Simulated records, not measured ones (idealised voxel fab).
Title: Process Module voxel fin reveal
Section cut is 160 nm wide and gridded with 5 nm square cells.
Heads up, the way a cross-section reads in here is a grid of square cells, handed over as bands from the top down, with every band being one or more rows of cells. Band: top height; bottom height; in nm. Then, left to right: material with width in nm, for each material. "everywhere": a single material spanning edge to edge. "empty": empty space. For the purposes of this specification, 0 denotes the height below which the wafer in its as-received condition is composed wholly of one material, and the lowermost band, lacking a lower limit, extends downward without end, as expressed in "z 0 and below". A width such as "30..40" changes by the same amount from each row of cells to the next, from the band's top row to its bottom row. Step marked "nothing was modified"? Then no cell in the cross-section changed in it. "Catalogued sealed voids": empty spaces of 8 cells or more with no open way to the top, each given as width x height at distance, distance from the left edge, all in nm. Text after the settings on a step's line: the simulator's own remark on that step. "overlay nm" on a masked step: distance the mask lay right of its planned place, negative for left.
-- The following list gives the planned process steps
1,RECEIVE,material Si
2,CONFORMAL_DEP,material SiN,thk nm 5
3,PATTERN,tone cover,mask id FINS,material resist,width nm 15,pitch nm 35,thk nm 20,overlay nm 0
4,DIRECTIONAL_ETCH,etch materials SiN,depth nm 5
5,DIRECTIONAL_ETCH,etch materials Si,depth nm 40
6,STRIP,etch materials resist
7,FILL_DEP,material SiO2,thk nm 15
8,CMP,height nm -5
9,SELECTIVE_ETCH,etch materials SiO2,depth nm 35
10,STRIP,etch materials SiN
Heads up: all these wafers start the same, and what changes between them is the height nm in step 8. The value you see in the plan is just what the first wafer got.
-- Here's the first of the wafers in cross-section, just as we got it, i.e. after step 1
  z 0 and below = Si everywhere
  Catalogued sealed voids: none
-- Post step 10, the closing step of the module: first of several wafers, cross-sectioned
  z -5 to -40 = empty=35, then Si=15, then empty=20, then Si=15, then empty=20, then Si=15, then empty=40
  z -40 and below = Si everywhere
  Catalogued sealed voids: none
-- Cross-section at module completion, last wafer
  z 0 to -15 = empty=35, then Si=15, then empty=20, then Si=15, then empty=20, then Si=15, then empty=40
  z -15 to -40 = SiO2=35, then Si=15, then SiO2=20, then Si=15, then SiO2=20, then Si=15, then SiO2=40
  z -40 and below = Si everywhere
  Catalogued sealed voids: none
-- Here is how to read the rows: every wafer has a row, and it shows the wafer at the end of the module, giving for each material how many cells were gained (+) or lost (-) since the wafer was received, then listing its closed voids
height nm -5; -193 Si; Catalogued sealed voids: none
height nm 0; -184 Si; +23 SiO2; Catalogued sealed voids: none
height nm 5; -184 Si; +46 SiO2; Catalogued sealed voids: none
height nm 10; -184 Si; +69 SiO2; Catalogued sealed voids: none
height nm 15; -184 Si; +92 SiO2; Catalogued sealed voids: none
height nm 20; -184 Si; +115 SiO2; Catalogued sealed voids: none
